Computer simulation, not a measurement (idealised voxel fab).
Process module name: voxel released beams
It is cross-section cut that appears here, measuring 300 nm in width, its square cells being 5 nm in size.
If you're reading a cross-section in this doc, picture square cells in a grid; it comes to you as bands, top ones listed first down to the bottom, and a band can be one or more rows of cells.
Quick guide to a band line: top height, bottom height (nm) up front; then every material left to right with its width in nm. Only one material and it's marked "everywhere"? Then it fills the band edge to edge. And "air" just means empty space.
Measure heights from 0. That's the level where, below it, the as-received wafer is all one material. The lowest band is bottomless and extends downward; write it as in "0 -> down".
Width "30 to 40": first value at the band's top row of cells, second value at its bottom row, equal change from row to row.
The cross-section has no changed cell in any step marked "all unchanged".
"Closed void list" specifies each empty space that is not open to the top and that occupies no fewer than 8 cells, using the form width x height at distance, the distance measured from the left edge and all three quantities in nm.
The remark found on a step's line after its settings is issued by the simulator itself and pertains to that step.
A step line may carry the setting "overlay nm", which, for steps involving a mask, states the distance by which the mask lay to the right of its intended position; negative values denote displacement to the left.

-- Process steps - plan
step 1: RECEIVE [material Si]
step 2: CONFORMAL_DEP [material Al2O3] [thk nm 10]
step 3: DIRECTIONAL_DEP [material SiO2] [thk nm 15]
step 4: MASKED_ETCH [tone open] [mask id ANCHOR] [width nm 35] [etch materials SiO2] [depth nm 15] [overlay nm 0]
step 5: CONFORMAL_DEP [material W] [thk nm 10]
step 6: PATTERN [tone cover] [mask id BEAM] [material resist] [width nm 100] [thk nm 20] [overlay nm -15]
step 7: DIRECTIONAL_ETCH [etch materials W] [depth nm 10]
step 8: STRIP [etch materials resist]
step 9: STRIP [etch materials SiO2]
The wafers in this document start out alike and differ in the overlay nm applied at step 6; the plan shows the value used for the first wafer.

-- Cross-section of the first of several received wafers, showing its state after step 1
- 0 -> down | Si everywhere
- Closed void list: none

-- Quick look at the cross-section of the first of several wafers after step 9, which wraps up the module
- 35 -> 25 | 80 nm air, 30 nm W, 15 nm air, 55 nm W, 120 nm air
- 25 -> 20 | 100 nm air, 10 nm W, 15 nm air, 10 nm W, 165 nm air
- 20 -> 10 | 100 nm air, 35 nm W, 165 nm air
- 10 -> 0 | Al2O3 everywhere
- 0 -> down | Si everywhere
- Closed void list: none

-- Last wafer, end of module, cross-section
- 35 -> 25 | 125 nm air, 85 nm W, 90 nm air
- 25 -> 20 | 100 nm air, 10 nm W, 15 nm air, 10 nm W, 165 nm air
- 20 -> 10 | 100 nm air, 35 nm W, 165 nm air
- 10 -> 0 | Al2O3 everywhere
- 0 -> down | Si everywhere
- Closed void list: none

-- Note: the following table is arranged by wafer, a row apiece. Each row reports the end-of-module state: per material, cells gained (+) or cells lost (-) compared with the wafer as received; closed voids follow
overlay nm -15, +120 Al2O3, +52 W, Closed void list: none
overlay nm -10, +120 Al2O3, +52 W, Closed void list: none
overlay nm -5, +120 Al2O3, +52 W, Closed void list: none
overlay nm 0, +120 Al2O3, +52 W, Closed void list: none
overlay nm 5, +120 Al2O3, +52 W, Closed void list: none
overlay nm 10, +120 Al2O3, +52 W, Closed void list: none
overlay nm 15, +120 Al2O3, +52 W, Closed void list: none
